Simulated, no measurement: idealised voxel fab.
Herein follows the process module entitled voxel ribs on slabs.
This is section cut - it's 265 nm across, gridded in 5 nm square cells.
A cross-section is a grid of square cells, given in bands from the top down. A band is one or more rows of cells. What a band's entry tells you: where the top is and where the bottom is, as heights in nm, and after that what lies inside, material by material from left to right, each with its width in nm. Empty space is written as the word "blank", and a single material marked with the word "all across" occupies the band from edge to edge. Zero point of the height axis is 0; under it, received wafer = one material. Lowest band: continues down indefinitely, "0 -> down". The notation "30..40" denotes a width that varies across the rows of cells in the band, beginning at the first number in the top row, finishing at the second number in the bottom row, and changing by an identical amount from each row to the next. Where the words "no change" appear for a step, the cross-section shows no cell changed by that step; every cell remained as before. Entry "Enclosed void list". Content: empty spaces with no open connection to the top, size 8 cells or greater. Each: width x height at distance. Distance: from left edge. Unit: nm. Formally, on a step line, whatever follows the settings is a remark that the simulator itself makes on the step. overlay nm: how far to the right of its planned place the mask lay on this masked step (negative: to the left).
Process steps foreseen in the plan
- 1: op RECEIVE | material Si
- 2: op DIRECTIONAL_DEP | material SiO2 | thk nm 25
- 3: op DIRECTIONAL_DEP | material polySi | thk nm 15
- 4: op PATTERN | tone cover | mask id RIB | material resist | width nm 30 | thk nm 20 | overlay nm 0
- 5: op DIRECTIONAL_ETCH | etch materials polySi | depth nm 5
- 6: op STRIP | etch materials resist
- 7: op PATTERN | tone cover | mask id SLAB | material resist | width nm 70 | thk nm 15 | overlay nm 0
- 8: op DIRECTIONAL_ETCH | etch materials polySi | depth nm 10
- 9: op STRIP | etch materials resist
- 10: op FILL_DEP | material SiO2 | thk nm 15
- 11: op CMP | height nm 50
- 12: op DIRECTIONAL_DEP | material TiN | thk nm 5
- 13: op DIRECTIONAL_DEP | material aC | thk nm 15
- 14: op PATTERN | tone cover | mask id HEATER | material resist | width nm 40 | thk nm 35 | overlay nm 0
- 15: op DIRECTIONAL_ETCH | etch materials aC | depth nm 15
- 16: op STRIP | etch materials resist
- 17: op DIRECTIONAL_ETCH | etch materials TiN | depth nm 5
- 18: op STRIP | etch materials aC
- 19: op CONFORMAL_DEP | material SiO2 | thk nm 10
The first wafer of two, processed as planned
Wafer at receipt (post step 1), cross-section
* 0 -> down: Si all across
* Enclosed void list: none
Take a look at the wafer's cross-section after step 2
* 25 -> 0: SiO2 all across
* Unchanged below 0.
Take a look at the wafer's cross-section after step 3
* 40 -> 25: polySi all across
* Unchanged below 25.
Take a look at the wafer's cross-section after step 4
* 60 -> 40: 115 nm blank; 30 nm resist; 120 nm blank
* Unchanged below 40.
Take a look at the wafer's cross-section after step 5
* 60 -> 40: 115 nm blank; 30 nm resist; 120 nm blank
* 40 -> 35: 115 nm blank; 30 nm polySi; 120 nm blank
* Unchanged below 35.
Take a look at the wafer's cross-section after step 6
* 40 -> 35: 115 nm blank; 30 nm polySi; 120 nm blank
* Unchanged below 35.
Take a look at the wafer's cross-section after step 7
* 55 -> 40: 95 nm blank; 70 nm resist; 100 nm blank
* 40 -> 35: 95 nm blank; 20 nm resist; 30 nm polySi; 20 nm resist; 100 nm blank
* Unchanged below 35.
Take a look at the wafer's cross-section after step 8
* 55 -> 40: 95 nm blank; 70 nm resist; 100 nm blank
* 40 -> 35: 95 nm blank; 20 nm resist; 30 nm polySi; 20 nm resist; 100 nm blank
* 35 -> 25: 95 nm blank; 70 nm polySi; 100 nm blank
* Unchanged below 25.
Take a look at the wafer's cross-section after step 9
* 40 -> 35: 115 nm blank; 30 nm polySi; 120 nm blank
* Unchanged below 35.
Take a look at the wafer's cross-section after step 10
* 55 -> 40: SiO2 all across
* 40 -> 35: 115 nm SiO2; 30 nm polySi; 120 nm SiO2
* 35 -> 25: 95 nm SiO2; 70 nm polySi; 100 nm SiO2
* Unchanged below 25.
Take a look at the wafer's cross-section after step 11
* 50 -> 40: SiO2 all across
* Unchanged below 40.
Take a look at the wafer's cross-section after step 12
* 55 -> 50: TiN all across
* Unchanged below 50.
Take a look at the wafer's cross-section after step 13
* 70 -> 55: aC all across
* Unchanged below 55.
Take a look at the wafer's cross-section after step 14
* 105 -> 70: 110 nm blank; 40 nm resist; 115 nm blank
* Unchanged below 70.
Take a look at the wafer's cross-section after step 15
* 90 -> 70: 110 nm blank; 40 nm resist; 115 nm blank
* 70 -> 55: 110 nm blank; 40 nm aC; 115 nm blank
* Unchanged below 55.
Take a look at the wafer's cross-section after step 16
* 70 -> 55: 110 nm blank; 40 nm aC; 115 nm blank
* Unchanged below 55.
Take a look at the wafer's cross-section after step 17
* 70 -> 55: 110 nm blank; 40 nm aC; 115 nm blank
* 55 -> 50: 110 nm blank; 40 nm TiN; 115 nm blank
* Unchanged below 50.
Take a look at the wafer's cross-section after step 18
* 55 -> 50: 110 nm blank; 40 nm TiN; 115 nm blank
* Unchanged below 50.
Take a look at the wafer's cross-section after step 19
* 65 -> 60: 100 nm blank; 60 nm SiO2; 105 nm blank
* 60 -> 55: SiO2 all across
* 55 -> 50: 110 nm SiO2; 40 nm TiN; 115 nm SiO2
* Unchanged below 50.
Second of two: same start, same plan, one run error; steps up to and including 18 match the first
when step 19 should have ended: no change
Deviation from plan: step 19 in the plan did not get run; it was skipped
Counted in cells at the end, the second wafer holds more or fewer of these materials than the first: SiO2 -110
